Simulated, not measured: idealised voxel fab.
This section sets out a process module, namely voxel double patterning.
Cross-section cut spans 180 nm and uses square cells 5 nm in size.
Just so we're on the same page, the cross-sections are grids of square cells, and they're listed out in bands top to bottom, each band one or more rows deep.
Read a band's entry like this: the first values are the height of its top and the height of its bottom in nm, and what follows is the sequence of materials from left to right, each with its width in nm. Note that "blank" is empty space, and that a single material marked "edge to edge" reaches across the band from edge to edge.
Note: height 0 marks the level under which the wafer is uniformly one material as received. Lowest band unbounded below, written "top 0, no bottom".
Note: "30..40" means the width goes from the first number (top row of the band) to the second number (bottom row) in equal steps per row of cells.
For the purposes of this document, the phrase "nothing got changed" attached to a step denotes that no cell within the cross-section was modified by that step.
In the "Closed cavities" entry, you get each enclosed empty space of 8 cells or more, one with no open way to the top, written width x height at distance, distance from the left edge, in nm.
On a step's line, text after the settings is the simulator commenting on that step.
overlay nm: mask offset rightward from planned place, masked step; negative means leftward offset.
This section lists the process steps that were planned
1. RECEIVE (material Si)
2. CONFORMAL_DEP (material SiO2; thk nm 10)
3. DIRECTIONAL_DEP (material polySi; thk nm 10)
4. DIRECTIONAL_DEP (material SiCN; thk nm 5)
5. MASKED_ETCH (tone open; mask id FIRST; width nm 15; pitch nm 50; etch materials SiCN; depth nm 5; overlay nm 0)
6. MASKED_ETCH (tone open; mask id SECOND; width nm 15; etch materials SiCN; depth nm 5; overlay nm 0)
7. DIRECTIONAL_ETCH (etch materials polySi; depth nm 10)
8. STRIP (etch materials SiCN)
First of two wafers, with the run carried out as planned
Received-state cross-section, reflecting completion of step 1
top 0, no bottom: Si edge to edge
Closed cavities: none
Wafer xsec, post step 2
top 10, bottom 0: SiO2 edge to edge
Heights below 0 show no change.
Wafer xsec, post step 3
top 20, bottom 10: polySi edge to edge
Heights below 10 show no change.
Wafer xsec, post step 4
top 25, bottom 20: SiCN edge to edge
Heights below 20 show no change.
Wafer xsec, post step 5
top 25, bottom 20: SiCN (55) | blank (15) | SiCN (35) | blank (15) | SiCN (60)
Heights below 20 show no change.
Wafer xsec, post step 6
top 25, bottom 20: SiCN (55) | blank (15) | SiCN (10) | blank (15) | SiCN (10) | blank (15) | SiCN (60)
Heights below 20 show no change.
Wafer xsec, post step 7
top 25, bottom 20: SiCN (55) | blank (15) | SiCN (10) | blank (15) | SiCN (10) | blank (15) | SiCN (60)
top 20, bottom 10: polySi (55) | blank (15) | polySi (10) | blank (15) | polySi (10) | blank (15) | polySi (60)
Heights below 10 show no change.
Wafer xsec, post step 8
top 20, bottom 10: polySi (55) | blank (15) | polySi (10) | blank (15) | polySi (10) | blank (15) | polySi (60)
Heights below 10 show no change.
The remaining wafer, second of the two, started like the first and was run to the same plan, except that one mistake was made along the way; the two coincide through step 4, inclusive
Cross-sectional view of the second wafer at the intended end time of process step 5
top 25, bottom 20: SiCN (45) | blank (15) | SiCN (35) | blank (15) | SiCN (70)
Heights below 20 show no change.
Cross-sectional view of the second wafer at the intended end time of process step 6
top 25, bottom 20: SiCN (45) | blank (15) | SiCN (20) | blank (30) | SiCN (70)
Heights below 20 show no change.
Cross-sectional view of the second wafer at the intended end time of process step 7
top 25, bottom 20: SiCN (45) | blank (15) | SiCN (20) | blank (30) | SiCN (70)
top 20, bottom 10: polySi (45) | blank (15) | polySi (20) | blank (30) | polySi (70)
Heights below 10 show no change.
Cross-sectional view of the second wafer at the intended end time of process step 8
top 20, bottom 10: polySi (45) | blank (15) | polySi (20) | blank (30) | polySi (70)
Heights below 10 show no change.
Want to know what went wrong? heads up, step 5 didn't go per plan, it actually ran as MASKED_ETCH (tone open; mask id FIRST; width nm 15; pitch nm 50; etch materials SiCN; depth nm 5; overlay nm -10)
The concluding comparison shows that, measured in cells, each material is equally abundant on both wafers, albeit at different positions.
